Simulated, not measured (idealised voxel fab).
Process module name: voxel fin reveal
Section cut is 270 nm wide and gridded with 5 nm square cells.
Reading order for cross-sections: top band down to bottom band. Underlying form: a grid of square cells. Band size: one or more rows of cells. It is stipulated that each band's entry specify, in nanometres, the height of the top of the band and then that of its bottom, followed by the materials of the band in left-to-right sequence, each together with its width in nanometres. A single material marked by the word "edge to edge" is understood to fill the band from edge to edge; the word "empty" is understood to denote empty space. Note: height 0 marks the level under which the wafer is uniformly one material as received. Lowest band unbounded below, written "0 and below". Width "30->40": first value at the band's top row of cells, second value at its bottom row, equal change from row to row. Take "nothing changed" at face value: in the step it is given for, the cross-section changed in none of its cells. The entry titled "Fully enclosed voids" provides the empty spaces that have no open way to the top, restricted to those of 8 cells or more. Each is presented as width x height at distance, the distance being measured from the left edge, with all three in nm. If you see something after the settings on a step's line, that's the simulator's own remark about that step. For masked steps, "overlay nm" on the step line gives how far right of plan the mask actually lay; a minus sign means it lay to the left.
Process steps (planned)
1) RECEIVE,material Si
2) CONFORMAL_DEP,material SiN,thk nm 10
3) PATTERN,tone cover,mask id FINS,material resist,width nm 15,pitch nm 45,thk nm 20,overlay nm 0
4) DIRECTIONAL_ETCH,etch materials SiN,depth nm 10
5) DIRECTIONAL_ETCH,etch materials Si,depth nm 40
6) STRIP,etch materials resist
7) OXIDIZE,depth nm 5
8) FILL_DEP,material SiO2,thk nm 15
9) CMP,height nm 10
10) SELECTIVE_ETCH,etch materials SiO2,depth nm 40
11) STRIP,etch materials SiN
12) CONFORMAL_DEP,material SiO2,thk nm 5
First of two wafers - as planned
As-received wafer cross-section (after step 1)
  0 and below: Si edge to edge
  Fully enclosed voids: none
Wafer xsec, post step 2
  10 down to 0: SiN edge to edge
  Whatever lies below 0 is exactly as it was before.
Wafer xsec, post step 3
  30 down to 10: 105 of empty  15 of resist  30 of empty  15 of resist  105 of empty
  Whatever lies below 10 is exactly as it was before.
Wafer xsec, post step 4
  30 down to 10: 105 of empty  15 of resist  30 of empty  15 of resist  105 of empty
  10 down to 0: 105 of empty  15 of SiN  30 of empty  15 of SiN  105 of empty
  Whatever lies below 0 is exactly as it was before.
Wafer xsec, post step 5
  30 down to 10: 105 of empty  15 of resist  30 of empty  15 of resist  105 of empty
  10 down to 0: 105 of empty  15 of SiN  30 of empty  15 of SiN  105 of empty
  0 down to -40: 105 of empty  15 of Si  30 of empty  15 of Si  105 of empty
  Whatever lies below -40 is exactly as it was before.
Wafer xsec, post step 6
  10 down to 0: 105 of empty  15 of SiN  30 of empty  15 of SiN  105 of empty
  Whatever lies below 0 is exactly as it was before.
Wafer xsec, post step 7
  10 down to 0: 105 of empty  15 of SiN  30 of empty  15 of SiN  105 of empty
  0 down to -40: 105 of empty  5 of SiO2  5 of Si  5 of SiO2  30 of empty  5 of SiO2  5 of Si  5 of SiO2  105 of empty
  -40 down to -45: 110 of SiO2  5 of Si  40 of SiO2  5 of Si  110 of SiO2
  Whatever lies below -45 is exactly as it was before.
Wafer xsec, post step 8
  25 down to 10: SiO2 edge to edge
  10 down to 0: 105 of SiO2  15 of SiN  30 of SiO2  15 of SiN  105 of SiO2
  0 down to -45: 110 of SiO2  5 of Si  40 of SiO2  5 of Si  110 of SiO2
  Whatever lies below -45 is exactly as it was before.
Wafer xsec, post step 9
  10 down to 0: 105 of SiO2  15 of SiN  30 of SiO2  15 of SiN  105 of SiO2
  Whatever lies below 0 is exactly as it was before.
Wafer xsec, post step 10
  10 down to 0: 105 of empty  15 of SiN  30 of empty  15 of SiN  105 of empty
  0 down to -30: 110 of empty  5 of Si  40 of empty  5 of Si  110 of empty
  Whatever lies below -30 is exactly as it was before.
Wafer xsec, post step 11
  0 down to -30: 110 of empty  5 of Si  40 of empty  5 of Si  110 of empty
  Whatever lies below -30 is exactly as it was before.
Wafer xsec, post step 12
  5 down to 0: 105 of empty  15 of SiO2  30 of empty  15 of SiO2  105 of empty
  0 down to -25: 105 of empty  5 of SiO2  5 of Si  5 of SiO2  30 of empty  5 of SiO2  5 of Si  5 of SiO2  105 of empty
  -25 down to -45: 110 of SiO2  5 of Si  40 of SiO2  5 of Si  110 of SiO2
  Whatever lies below -45 is exactly as it was before.
Notes, second wafer: start = first wafer's, plan = first wafer's, execution had one mistake; history identical to first through step 9
What the second wafer looks like in cross-section when step 10 should have wrapped up
  10 down to 0: 105 of empty  15 of SiN  30 of empty  15 of SiN  105 of empty
  0 down to -45: 110 of empty  5 of Si  40 of empty  5 of Si  110 of empty
  Whatever lies below -45 is exactly as it was before.
What the second wafer looks like in cross-section when step 11 should have wrapped up
  0 down to -45: 110 of empty  5 of Si  40 of empty  5 of Si  110 of empty
  Whatever lies below -45 is exactly as it was before.
What the second wafer looks like in cross-section when step 12 should have wrapped up
  5 down to 0: 105 of empty  15 of SiO2  30 of empty  15 of SiO2  105 of empty
  0 down to -40: 105 of empty  5 of SiO2  5 of Si  5 of SiO2  30 of empty  5 of SiO2  5 of Si  5 of SiO2  105 of empty
  -40 down to -45: 110 of SiO2  5 of Si  40 of SiO2  5 of Si  110 of SiO2
  Whatever lies below -45 is exactly as it was before.
Finding, execution versus plan: step 10 of the plan was twice carried out
Final wafer comparison in cells, second versus first, more or fewer per material: 144 fewer of SiO2
